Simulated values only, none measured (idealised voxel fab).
process module | voxel capacitor over wiring
We display cut, a cross-section 250 nm in width whose square cells are each 5 nm.
This document writes a cross-section as a grid whose cells are square, and gives it as bands, listed from the top down; one or more rows of cells form a band.
Each band's line starts with the height of the band's top and of its bottom, in nm. Then come its materials from left to right, each with its width in nm. One material with "full width" fills the band from edge to edge. "air" is empty space.
All heights in this document are referenced to 0, defined as the level beneath which the wafer, as received, consists entirely of one material. The lowest band is not bounded below; it extends indefinitely downward and is written in the form "z 0 and below".
The two numbers in a width such as "30 to 40" mark its ends across the band: the first belongs to the top row of cells, the second to the bottom row, and from each row to the next the width moves by the same amount.
"nothing different" after a step means that no cell of the cross-section changed.
Listed in "Catalogued sealed voids": every empty space of 8 or more cells without an open way to the top. Form: width x height at distance, the distance being from the left edge, all in nm.
Text after the settings on a step's line: the simulator's own remark on that step.
The optional step-line setting "overlay nm" applies to steps with a mask and quantifies how far to the right of its planned location the mask lay, a negative value indicating leftward placement.
## plan
1) RECEIVE [material Si]
2) CONFORMAL_DEP [material SiO2] [thk nm 15]
3) CONFORMAL_DEP [material SiCN] [thk nm 5]
4) DIRECTIONAL_DEP [material lowk] [thk nm 15]
5) DIRECTIONAL_DEP [material aC] [thk nm 15]
6) PATTERN [tone open] [mask id METAL_1] [material resist] [width nm 30] [pitch nm 90] [thk nm 30] [overlay nm 0]
7) DIRECTIONAL_ETCH [etch materials aC] [depth nm 15]
8) STRIP [etch materials resist]
9) DIRECTIONAL_ETCH [etch materials lowk] [depth nm 15]
10) DIRECTIONAL_ETCH [etch materials SiCN] [depth nm 5]
11) STRIP [etch materials aC]
12) CONFORMAL_DEP [material TiN] [thk nm 5]
13) FILL_DEP [material Cu] [thk nm 10]
14) CMP [height nm 35]
15) CONFORMAL_DEP [material SiCN] [thk nm 5]
16) DIRECTIONAL_DEP [material SiO2] [thk nm 15]
17) MASKED_ETCH [tone open] [mask id PLUG_1] [width nm 15] [etch materials SiO2] [depth nm 15] [overlay nm 0]
18) MASKED_ETCH [tone open] [mask id PLUG_1] [width nm 15] [etch materials SiCN] [depth nm 5] [overlay nm 0]
19) EPI [material Ru] [thk nm 10]
20) EPI [material Ru] [thk nm 10]
21) DIRECTIONAL_DEP [material TiN] [thk nm 10]
22) DIRECTIONAL_DEP [material Al2O3] [thk nm 5]
23) DIRECTIONAL_DEP [material TiN] [thk nm 10]
24) MASKED_ETCH [tone cover] [mask id UPPER_PLATE] [width nm 65] [etch materials TiN] [depth nm 10] [overlay nm 0]
25) MASKED_ETCH [tone cover] [mask id UPPER_PLATE] [width nm 65] [etch materials Al2O3] [depth nm 5] [overlay nm 0]
26) PATTERN [tone cover] [mask id LOWER_PLATE] [material resist] [width nm 75] [thk nm 20] [overlay nm 0]
27) DIRECTIONAL_ETCH [etch materials TiN] [depth nm 10]
28) STRIP [etch materials resist]
29) FILL_DEP [material SiO2] [thk nm 15]
30) CMP [height nm 90]
31) PATTERN [tone open] [mask id PLUG_2] [material resist] [width nm 15] [thk nm 15] [overlay nm 0]
32) DIRECTIONAL_ETCH [etch materials SiO2] [depth nm 10]
33) STRIP [etch materials resist]
34) CONFORMAL_DEP [material TiN] [thk nm 5]
35) FILL_DEP [material Ru] [thk nm 5]
36) CMP [height nm 90]
37) CONFORMAL_DEP [material SiCN] [thk nm 5]
## First of the two wafers, run per plan
## Cross-section, incoming material, after step 1
z 0 and below | Si full width
Catalogued sealed voids: none
## How the wafer stands in section after step 2
z 15 to 0 | SiO2 full width
At heights below 0, the structure remains unaltered.
## How the wafer stands in section after step 3
z 20 to 15 | SiCN full width
At heights below 15, the structure remains unaltered.
## How the wafer stands in section after step 4
z 35 to 20 | lowk full width
At heights below 20, the structure remains unaltered.
## How the wafer stands in section after step 5
z 50 to 35 | aC full width
At heights below 35, the structure remains unaltered.
## How the wafer stands in section after step 6
z 80 to 50 | resist: 65 | air: 30 | resist: 60 | air: 30 | resist: 65
At heights below 50, the structure remains unaltered.
## How the wafer stands in section after step 7
z 65 to 50 | resist: 65 | air: 30 | resist: 60 | air: 30 | resist: 65
z 50 to 35 | aC: 65 | air: 30 | aC: 60 | air: 30 | aC: 65
At heights below 35, the structure remains unaltered.
## How the wafer stands in section after step 8
z 50 to 35 | aC: 65 | air: 30 | aC: 60 | air: 30 | aC: 65
At heights below 35, the structure remains unaltered.
## How the wafer stands in section after step 9
z 50 to 35 | aC: 65 | air: 30 | aC: 60 | air: 30 | aC: 65
z 35 to 20 | lowk: 65 | air: 30 | lowk: 60 | air: 30 | lowk: 65
At heights below 20, the structure remains unaltered.
## How the wafer stands in section after step 10
z 50 to 35 | aC: 65 | air: 30 | aC: 60 | air: 30 | aC: 65
z 35 to 20 | lowk: 65 | air: 30 | lowk: 60 | air: 30 | lowk: 65
z 20 to 15 | SiCN: 65 | air: 30 | SiCN: 60 | air: 30 | SiCN: 65
At heights below 15, the structure remains unaltered.
## How the wafer stands in section after step 11
z 35 to 20 | lowk: 65 | air: 30 | lowk: 60 | air: 30 | lowk: 65
At heights below 20, the structure remains unaltered.
## How the wafer stands in section after step 12
z 40 to 35 | TiN: 70 | air: 20 | TiN: 70 | air: 20 | TiN: 70
z 35 to 20 | lowk: 65 | TiN: 5 | air: 20 | TiN: 5 | lowk: 60 | TiN: 5 | air: 20 | TiN: 5 | lowk: 65
z 20 to 15 | SiCN: 65 | TiN: 30 | SiCN: 60 | TiN: 30 | SiCN: 65
At heights below 15, the structure remains unaltered.
## How the wafer stands in section after step 13
z 50 to 40 | Cu full width
z 40 to 35 | TiN: 70 | Cu: 20 | TiN: 70 | Cu: 20 | TiN: 70
z 35 to 20 | lowk: 65 | TiN: 5 | Cu: 20 | TiN: 5 | lowk: 60 | TiN: 5 | Cu: 20 | TiN: 5 | lowk: 65
At heights below 20, the structure remains unaltered.
## How the wafer stands in section after step 14
z 35 to 20 | lowk: 65 | TiN: 5 | Cu: 20 | TiN: 5 | lowk: 60 | TiN: 5 | Cu: 20 | TiN: 5 | lowk: 65
At heights below 20, the structure remains unaltered.
## How the wafer stands in section after step 15
z 40 to 35 | SiCN full width
At heights below 35, the structure remains unaltered.
## How the wafer stands in section after step 16
z 55 to 40 | SiO2 full width
At heights below 40, the structure remains unaltered.
## How the wafer stands in section after step 17
z 55 to 40 | SiO2: 80 | air: 15 | SiO2: 155
At heights below 40, the structure remains unaltered.
## How the wafer stands in section after step 18
z 55 to 40 | SiO2: 80 | air: 15 | SiO2: 155
z 40 to 35 | SiCN: 80 | air: 15 | SiCN: 155
At heights below 35, the structure remains unaltered.
## How the wafer stands in section after step 19
z 55 to 45 | SiO2: 80 | air: 15 | SiO2: 155
z 45 to 40 | SiO2: 80 | Ru: 15 | SiO2: 155
z 40 to 35 | SiCN: 80 | Ru: 15 | SiCN: 155
At heights below 35, the structure remains unaltered.
## How the wafer stands in section after step 20
z 55 to 40 | SiO2: 80 | Ru: 15 | SiO2: 155
At heights below 40, the structure remains unaltered.
## How the wafer stands in section after step 21
z 65 to 55 | TiN full width
At heights below 55, the structure remains unaltered.
## How the wafer stands in section after step 22
z 70 to 65 | Al2O3 full width
At heights below 65, the structure remains unaltered.
## How the wafer stands in section after step 23
z 80 to 70 | TiN full width
At heights below 70, the structure remains unaltered.
## How the wafer stands in section after step 24
z 80 to 70 | air: 80 | TiN: 65 | air: 105
At heights below 70, the structure remains unaltered.
## How the wafer stands in section after step 25
z 80 to 70 | air: 80 | TiN: 65 | air: 105
z 70 to 65 | air: 80 | Al2O3: 65 | air: 105
At heights below 65, the structure remains unaltered.
## How the wafer stands in section after step 26
z 100 to 80 | air: 75 | resist: 75 | air: 100
z 80 to 70 | air: 75 | resist: 5 | TiN: 65 | resist: 5 | air: 100
z 70 to 65 | air: 75 | resist: 5 | Al2O3: 65 | resist: 5 | air: 100
At heights below 65, the structure remains unaltered.
## How the wafer stands in section after step 27
z 100 to 80 | air: 75 | resist: 75 | air: 100
z 80 to 70 | air: 75 | resist: 5 | TiN: 65 | resist: 5 | air: 100
z 70 to 65 | air: 75 | resist: 5 | Al2O3: 65 | resist: 5 | air: 100
z 65 to 55 | air: 75 | TiN: 75 | air: 100
At heights below 55, the structure remains unaltered.
## How the wafer stands in section after step 28
z 80 to 70 | air: 80 | TiN: 65 | air: 105
z 70 to 65 | air: 80 | Al2O3: 65 | air: 105
At heights below 65, the structure remains unaltered.
## How the wafer stands in section after step 29
z 95 to 80 | SiO2 full width
z 80 to 70 | SiO2: 80 | TiN: 65 | SiO2: 105
z 70 to 65 | SiO2: 80 | Al2O3: 65 | SiO2: 105
z 65 to 55 | SiO2: 75 | TiN: 75 | SiO2: 100
At heights below 55, the structure remains unaltered.
## How the wafer stands in section after step 30
z 90 to 80 | SiO2 full width
At heights below 80, the structure remains unaltered.
## How the wafer stands in section after step 31
z 105 to 90 | resist: 90 | air: 15 | resist: 145
At heights below 90, the structure remains unaltered.
## How the wafer stands in section after step 32
z 105 to 90 | resist: 90 | air: 15 | resist: 145
z 90 to 80 | SiO2: 90 | air: 15 | SiO2: 145
At heights below 80, the structure remains unaltered.
## How the wafer stands in section after step 33
z 90 to 80 | SiO2: 90 | air: 15 | SiO2: 145
At heights below 80, the structure remains unaltered.
## How the wafer stands in section after step 34
z 95 to 90 | TiN: 95 | air: 5 | TiN: 150
z 90 to 85 | SiO2: 90 | TiN: 5 | air: 5 | TiN: 5 | SiO2: 145
z 85 to 80 | SiO2: 90 | TiN: 15 | SiO2: 145
At heights below 80, the structure remains unaltered.
## How the wafer stands in section after step 35
z 100 to 95 | Ru full width
z 95 to 90 | TiN: 95 | Ru: 5 | TiN: 150
z 90 to 85 | SiO2: 90 | TiN: 5 | Ru: 5 | TiN: 5 | SiO2: 145
At heights below 85, the structure remains unaltered.
## How the wafer stands in section after step 36
z 90 to 85 | SiO2: 90 | TiN: 5 | Ru: 5 | TiN: 5 | SiO2: 145
At heights below 85, the structure remains unaltered.
## How the wafer stands in section after step 37
z 95 to 90 | SiCN full width
At heights below 90, the structure remains unaltered.
## Second Wafer (Identical Start and Plan, One Processing Error; Matches First Wafer Through Step 5)
## Cross-section: second wafer, time at which step 6 was scheduled to end
z 80 to 50 | air: 65 | resist: 30 | air: 60 | resist: 30 | air: 65
At heights below 50, the structure remains unaltered.
## Cross-section: second wafer, time at which step 7 was scheduled to end
z 65 to 50 | air: 65 | resist: 30 | air: 60 | resist: 30 | air: 65
z 50 to 35 | air: 65 | aC: 30 | air: 60 | aC: 30 | air: 65
At heights below 35, the structure remains unaltered.
## Cross-section: second wafer, time at which step 8 was scheduled to end
z 50 to 35 | air: 65 | aC: 30 | air: 60 | aC: 30 | air: 65
At heights below 35, the structure remains unaltered.
## Cross-section: second wafer, time at which step 9 was scheduled to end
z 50 to 35 | air: 65 | aC: 30 | air: 60 | aC: 30 | air: 65
z 35 to 20 | air: 65 | lowk: 30 | air: 60 | lowk: 30 | air: 65
At heights below 20, the structure remains unaltered.
## Cross-section: second wafer, time at which step 10 was scheduled to end
z 50 to 35 | air: 65 | aC: 30 | air: 60 | aC: 30 | air: 65
z 35 to 20 | air: 65 | lowk: 30 | air: 60 | lowk: 30 | air: 65
z 20 to 15 | air: 65 | SiCN: 30 | air: 60 | SiCN: 30 | air: 65
At heights below 15, the structure remains unaltered.
## Cross-section: second wafer, time at which step 11 was scheduled to end
z 35 to 20 | air: 65 | lowk: 30 | air: 60 | lowk: 30 | air: 65
At heights below 20, the structure remains unaltered.
## Cross-section: second wafer, time at which step 12 was scheduled to end
z 40 to 35 | air: 60 | TiN: 40 | air: 50 | TiN: 40 | air: 60
z 35 to 20 | air: 60 | TiN: 5 | lowk: 30 | TiN: 5 | air: 50 | TiN: 5 | lowk: 30 | TiN: 5 | air: 60
z 20 to 15 | TiN: 65 | SiCN: 30 | TiN: 60 | SiCN: 30 | TiN: 65
At heights below 15, the structure remains unaltered.
## Cross-section: second wafer, time at which step 13 was scheduled to end
z 50 to 40 | Cu full width
z 40 to 35 | Cu: 60 | TiN: 40 | Cu: 50 | TiN: 40 | Cu: 60
z 35 to 20 | Cu: 60 | TiN: 5 | lowk: 30 | TiN: 5 | Cu: 50 | TiN: 5 | lowk: 30 | TiN: 5 | Cu: 60
At heights below 20, the structure remains unaltered.
## Cross-section: second wafer, time at which step 14 was scheduled to end
z 35 to 20 | Cu: 60 | TiN: 5 | lowk: 30 | TiN: 5 | Cu: 50 | TiN: 5 | lowk: 30 | TiN: 5 | Cu: 60
At heights below 20, the structure remains unaltered.
## Cross-section: second wafer, time at which step 15 was scheduled to end
z 40 to 35 | SiCN full width
At heights below 35, the structure remains unaltered.
## Cross-section: second wafer, time at which step 16 was scheduled to end
z 55 to 40 | SiO2 full width
At heights below 40, the structure remains unaltered.
## Cross-section: second wafer, time at which step 17 was scheduled to end
z 55 to 40 | SiO2: 80 | air: 15 | SiO2: 155
At heights below 40, the structure remains unaltered.
## Cross-section: second wafer, time at which step 18 was scheduled to end
z 55 to 40 | SiO2: 80 | air: 15 | SiO2: 155
z 40 to 35 | SiCN: 80 | air: 15 | SiCN: 155
At heights below 35, the structure remains unaltered.
Cross-section: second wafer, time at which step 19 was scheduled to end: nothing different
Cross-section: second wafer, time at which step 20 was scheduled to end: nothing different
## Cross-section: second wafer, time at which step 21 was scheduled to end
z 65 to 55 | TiN: 80 | air: 15 | TiN: 155
z 55 to 45 | SiO2: 80 | air: 15 | SiO2: 155
z 45 to 40 | SiO2: 80 | TiN: 15 | SiO2: 155
z 40 to 35 | SiCN: 80 | TiN: 15 | SiCN: 155
At heights below 35, the structure remains unaltered.
## Cross-section: second wafer, time at which step 22 was scheduled to end
z 70 to 65 | Al2O3: 80 | air: 15 | Al2O3: 155
z 65 to 55 | TiN: 80 | air: 15 | TiN: 155
z 55 to 50 | SiO2: 80 | air: 15 | SiO2: 155
z 50 to 45 | SiO2: 80 | Al2O3: 15 | SiO2: 155
At heights below 45, the structure remains unaltered.
## Cross-section: second wafer, time at which step 23 was scheduled to end
z 80 to 70 | TiN: 80 | air: 15 | TiN: 155
z 70 to 65 | Al2O3: 80 | air: 15 | Al2O3: 155
z 65 to 60 | TiN: 80 | air: 15 | TiN: 155
z 60 to 55 | TiN full width
z 55 to 50 | SiO2: 80 | TiN: 15 | SiO2: 155
At heights below 50, the structure remains unaltered.
## Cross-section: second wafer, time at which step 24 was scheduled to end
z 80 to 70 | air: 95 | TiN: 50 | air: 105
At heights below 70, the structure remains unaltered.
## Cross-section: second wafer, time at which step 25 was scheduled to end
z 80 to 70 | air: 95 | TiN: 50 | air: 105
z 70 to 65 | air: 95 | Al2O3: 50 | air: 105
At heights below 65, the structure remains unaltered.
## Cross-section: second wafer, time at which step 26 was scheduled to end
z 100 to 80 | air: 75 | resist: 75 | air: 100
z 80 to 70 | air: 75 | resist: 20 | TiN: 50 | resist: 5 | air: 100
z 70 to 65 | air: 75 | resist: 20 | Al2O3: 50 | resist: 5 | air: 100
z 65 to 60 | TiN: 80 | resist: 15 | TiN: 155
At heights below 60, the structure remains unaltered.
## Cross-section: second wafer, time at which step 27 was scheduled to end
z 100 to 80 | air: 75 | resist: 75 | air: 100
z 80 to 70 | air: 75 | resist: 20 | TiN: 50 | resist: 5 | air: 100
z 70 to 65 | air: 75 | resist: 20 | Al2O3: 50 | resist: 5 | air: 100
z 65 to 60 | air: 75 | TiN: 5 | resist: 15 | TiN: 55 | air: 100
z 60 to 55 | air: 75 | TiN: 75 | air: 100
At heights below 55, the structure remains unaltered.
## Cross-section: second wafer, time at which step 28 was scheduled to end
z 80 to 70 | air: 95 | TiN: 50 | air: 105
z 70 to 65 | air: 95 | Al2O3: 50 | air: 105
z 65 to 60 | air: 75 | TiN: 5 | air: 15 | TiN: 55 | air: 100
At heights below 60, the structure remains unaltered.
## Cross-section: second wafer, time at which step 29 was scheduled to end
z 95 to 80 | SiO2 full width
z 80 to 70 | SiO2: 95 | TiN: 50 | SiO2: 105
z 70 to 65 | SiO2: 95 | Al2O3: 50 | SiO2: 105
z 65 to 60 | SiO2: 75 | TiN: 5 | SiO2: 15 | TiN: 55 | SiO2: 100
z 60 to 50 | SiO2: 75 to 80 | TiN: 75 to 15 | SiO2: 100 to 155
At heights below 50, the structure remains unaltered.
## Cross-section: second wafer, time at which step 30 was scheduled to end
z 90 to 80 | SiO2 full width
At heights below 80, the structure remains unaltered.
## Cross-section: second wafer, time at which step 31 was scheduled to end
z 105 to 90 | resist: 90 | air: 15 | resist: 145
At heights below 90, the structure remains unaltered.
## Cross-section: second wafer, time at which step 32 was scheduled to end
z 105 to 90 | resist: 90 | air: 15 | resist: 145
z 90 to 80 | SiO2: 90 | air: 15 | SiO2: 145
At heights below 80, the structure remains unaltered.
## Cross-section: second wafer, time at which step 33 was scheduled to end
z 90 to 80 | SiO2: 90 | air: 15 | SiO2: 145
At heights below 80, the structure remains unaltered.
## Cross-section: second wafer, time at which step 34 was scheduled to end
z 95 to 90 | TiN: 95 | air: 5 | TiN: 150
z 90 to 85 | SiO2: 90 | TiN: 5 | air: 5 | TiN: 5 | SiO2: 145
z 85 to 80 | SiO2: 90 | TiN: 15 | SiO2: 145
At heights below 80, the structure remains unaltered.
## Cross-section: second wafer, time at which step 35 was scheduled to end
z 100 to 95 | Ru full width
z 95 to 90 | TiN: 95 | Ru: 5 | TiN: 150
z 90 to 85 | SiO2: 90 | TiN: 5 | Ru: 5 | TiN: 5 | SiO2: 145
At heights below 85, the structure remains unaltered.
## Cross-section: second wafer, time at which step 36 was scheduled to end
z 90 to 85 | SiO2: 90 | TiN: 5 | Ru: 5 | TiN: 5 | SiO2: 145
At heights below 85, the structure remains unaltered.
## Cross-section: second wafer, time at which step 37 was scheduled to end
z 95 to 90 | SiCN full width
At heights below 90, the structure remains unaltered.
Where did the run depart from the plan? step 6 deviated from plan and actually ran as PATTERN [tone cover] [mask id METAL_1] [material resist] [width nm 30] [pitch nm 90] [thk nm 30] [overlay nm 0]
Materials where the second wafer ends with more or fewer cells than the first: +78 Cu | -12 Ru | -26 SiCN | +12 SiO2 | +26 TiN | -78 lowk
